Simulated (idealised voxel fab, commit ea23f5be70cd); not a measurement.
process module | voxel quadruple lines
cross-section cut | 300 nm wide | cells 5 nm
A cross-section is a grid of square cells, given in bands from the top down. A band is one or more rows of cells.
Each band's line starts with the height of the band's top and of its bottom, in nm. Then come its materials from left to right, each with its width in nm. One material with "throughout" fills the band from edge to edge. "air" is empty space.
Height 0 is the level under which the wafer as received is all one material. The lowest band goes on downwards, as in "0 down".
A width such as "30 to 40" changes by the same amount from each row of cells to the next, from the band's top row to its bottom row.
"no change" after a step means that no cell of the cross-section changed.
closed voids: empty space of 8 cells or more with no open way to the top, each as width x height at its distance from the left edge, in nm
after a step's settings: what the simulator itself notes on the step
overlay nm, on a step with a mask: how far to the right of its planned place the mask lay; to the left if negative
plan
1 op RECEIVE | material Si
2 op CONFORMAL_DEP | material Al2O3 | thk nm 5
3 op DIRECTIONAL_DEP | material W | thk nm 10
4 op DIRECTIONAL_DEP | material polySi | thk nm 15
5 op DIRECTIONAL_DEP | material aC | thk nm 25
6 op PATTERN | tone cover | mask id MANDREL | material resist | width nm 30 | pitch nm 80 | thk nm 30 | overlay nm 0
7 op DIRECTIONAL_ETCH | etch materials aC | depth nm 25
8 op STRIP | etch materials resist
9 op CONFORMAL_DEP | material SiO2 | thk nm 10
10 op DIRECTIONAL_ETCH | etch materials SiO2 | depth nm 10
11 op STRIP | etch materials aC
12 op DIRECTIONAL_ETCH | etch materials polySi | depth nm 15
13 op STRIP | etch materials SiO2
14 op CONFORMAL_DEP | material SiN | thk nm 10
15 op DIRECTIONAL_ETCH | etch materials SiN | depth nm 10
16 op STRIP | etch materials polySi
17 op DIRECTIONAL_ETCH | etch materials W | depth nm 10
18 op STRIP | etch materials SiN
first wafer, as planned
as received, after step 1
  0 down: Si throughout
  closed voids: none
after step 2
  5 to 0: Al2O3 throughout
  below 0: unchanged
after step 3
  15 to 5: W throughout
  below 5: unchanged
after step 4
  30 to 15: polySi throughout
  below 15: unchanged
after step 5
  55 to 30: aC throughout
  below 30: unchanged
after step 6
  85 to 55: air 95 | resist 30 | air 50 | resist 30 | air 95
  below 55: unchanged
after step 7
  60 to 55: air 95 | resist 30 | air 50 | resist 30 | air 95
  55 to 30: air 95 | aC 30 | air 50 | aC 30 | air 95
  below 30: unchanged
after step 8
  55 to 30: air 95 | aC 30 | air 50 | aC 30 | air 95
  below 30: unchanged
after step 9
  65 to 55: air 85 | SiO2 50 | air 30 | SiO2 50 | air 85
  55 to 40: air 85 | SiO2 10 | aC 30 | SiO2 10 | air 30 | SiO2 10 | aC 30 | SiO2 10 | air 85
  40 to 30: SiO2 95 | aC 30 | SiO2 50 | aC 30 | SiO2 95
  below 30: unchanged
after step 10
  55 to 30: air 85 | SiO2 10 | aC 30 | SiO2 10 | air 30 | SiO2 10 | aC 30 | SiO2 10 | air 85
  below 30: unchanged
after step 11
  55 to 30: air 85 | SiO2 10 | air 30 | SiO2 10 | air 30 | SiO2 10 | air 30 | SiO2 10 | air 85
  below 30: unchanged
after step 12
  55 to 30: air 85 | SiO2 10 | air 30 | SiO2 10 | air 30 | SiO2 10 | air 30 | SiO2 10 | air 85
  30 to 15: air 85 | polySi 10 | air 30 | polySi 10 | air 30 | polySi 10 | air 30 | polySi 10 | air 85
  below 15: unchanged
after step 13
  30 to 15: air 85 | polySi 10 | air 30 | polySi 10 | air 30 | polySi 10 | air 30 | polySi 10 | air 85
  below 15: unchanged
after step 14
  40 to 30: air 75 | SiN 30 | air 10 | SiN 30 | air 10 | SiN 30 | air 10 | SiN 30 | air 75
  30 to 25: air 75 | SiN 10 | polySi 10 | SiN 10 | air 10 | SiN 10 | polySi 10 | SiN 10 | air 10 | SiN 10 | polySi 10 | SiN 10 | air 10 | SiN 10 | polySi 10 | SiN 10 | air 75
  25 to 15: SiN 85 | polySi 10 | SiN 30 | polySi 10 | SiN 30 | polySi 10 | SiN 30 | polySi 10 | SiN 85
  below 15: unchanged
after step 15
  30 to 15: air 75 | SiN 10 | polySi 10 | SiN 10 | air 10 | SiN 10 | polySi 10 | SiN 10 | air 10 | SiN 10 | polySi 10 | SiN 10 | air 10 | SiN 10 | polySi 10 | SiN 10 | air 75
  below 15: unchanged
after step 16
  30 to 15: air 75 | SiN 10 | air 10 | SiN 10 | air 10 | SiN 10 | air 10 | SiN 10 | air 10 | SiN 10 | air 10 | SiN 10 | air 10 | SiN 10 | air 10 | SiN 10 | air 75
  below 15: unchanged
after step 17
  30 to 15: air 75 | SiN 10 | air 10 | SiN 10 | air 10 | SiN 10 | air 10 | SiN 10 | air 10 | SiN 10 | air 10 | SiN 10 | air 10 | SiN 10 | air 10 | SiN 10 | air 75
  15 to 5: air 75 | W 10 | air 10 | W 10 | air 10 | W 10 | air 10 | W 10 | air 10 | W 10 | air 10 | W 10 | air 10 | W 10 | air 10 | W 10 | air 75
  below 5: unchanged
after step 18
  15 to 5: air 75 | W 10 | air 10 | W 10 | air 10 | W 10 | air 10 | W 10 | air 10 | W 10 | air 10 | W 10 | air 10 | W 10 | air 10 | W 10 | air 75
  below 5: unchanged
second wafer: like start, like plan, one mistake. Through step 5 it matches the first wafer
when step 6 should have ended
  85 to 55: resist 95 | air 30 | resist 50 | air 30 | resist 95
  below 55: unchanged
when step 7 should have ended
  60 to 55: resist 95 | air 30 | resist 50 | air 30 | resist 95
  55 to 30: aC 95 | air 30 | aC 50 | air 30 | aC 95
  below 30: unchanged
when step 8 should have ended
  55 to 30: aC 95 | air 30 | aC 50 | air 30 | aC 95
  below 30: unchanged
when step 9 should have ended
  65 to 55: SiO2 105 | air 10 | SiO2 70 | air 10 | SiO2 105
  55 to 40: aC 95 | SiO2 10 | air 10 | SiO2 10 | aC 50 | SiO2 10 | air 10 | SiO2 10 | aC 95
  40 to 30: aC 95 | SiO2 30 | aC 50 | SiO2 30 | aC 95
  below 30: unchanged
when step 10 should have ended
  55 to 30: aC 95 | SiO2 10 | air 10 | SiO2 10 | aC 50 | SiO2 10 | air 10 | SiO2 10 | aC 95
  below 30: unchanged
when step 11 should have ended
  55 to 30: air 95 | SiO2 10 | air 10 | SiO2 10 | air 50 | SiO2 10 | air 10 | SiO2 10 | air 95
  below 30: unchanged
when step 12 should have ended
  55 to 30: air 95 | SiO2 10 | air 10 | SiO2 10 | air 50 | SiO2 10 | air 10 | SiO2 10 | air 95
  30 to 15: air 95 | polySi 10 | air 10 | polySi 10 | air 50 | polySi 10 | air 10 | polySi 10 | air 95
  below 15: unchanged
when step 13 should have ended
  30 to 15: air 95 | polySi 10 | air 10 | polySi 10 | air 50 | polySi 10 | air 10 | polySi 10 | air 95
  below 15: unchanged
when step 14 should have ended
  40 to 30: air 85 | SiN 50 | air 30 | SiN 50 | air 85
  30 to 25: air 85 | SiN 10 | polySi 10 | SiN 10 | polySi 10 | SiN 10 | air 30 | SiN 10 | polySi 10 | SiN 10 | polySi 10 | SiN 10 | air 85
  25 to 15: SiN 95 | polySi 10 | SiN 10 | polySi 10 | SiN 50 | polySi 10 | SiN 10 | polySi 10 | SiN 95
  below 15: unchanged
when step 15 should have ended
  30 to 15: air 85 | SiN 10 | polySi 10 | SiN 10 | polySi 10 | SiN 10 | air 30 | SiN 10 | polySi 10 | SiN 10 | polySi 10 | SiN 10 | air 85
  below 15: unchanged
when step 16 should have ended
  30 to 15: air 85 | SiN 10 | air 10 | SiN 10 | air 10 | SiN 10 | air 30 | SiN 10 | air 10 | SiN 10 | air 10 | SiN 10 | air 85
  below 15: unchanged
when step 17 should have ended
  30 to 15: air 85 | SiN 10 | air 10 | SiN 10 | air 10 | SiN 10 | air 30 | SiN 10 | air 10 | SiN 10 | air 10 | SiN 10 | air 85
  15 to 5: air 85 | W 10 | air 10 | W 10 | air 10 | W 10 | air 30 | W 10 | air 10 | W 10 | air 10 | W 10 | air 85
  below 5: unchanged
when step 18 should have ended
  15 to 5: air 85 | W 10 | air 10 | W 10 | air 10 | W 10 | air 30 | W 10 | air 10 | W 10 | air 10 | W 10 | air 85
  below 5: unchanged
what went wrong: step 6 ran as: op PATTERN | tone open | mask id MANDREL | material resist | width nm 30 | pitch nm 80 | thk nm 30 | overlay nm 0
at the end the second wafer has, in cells: 8 fewer of W
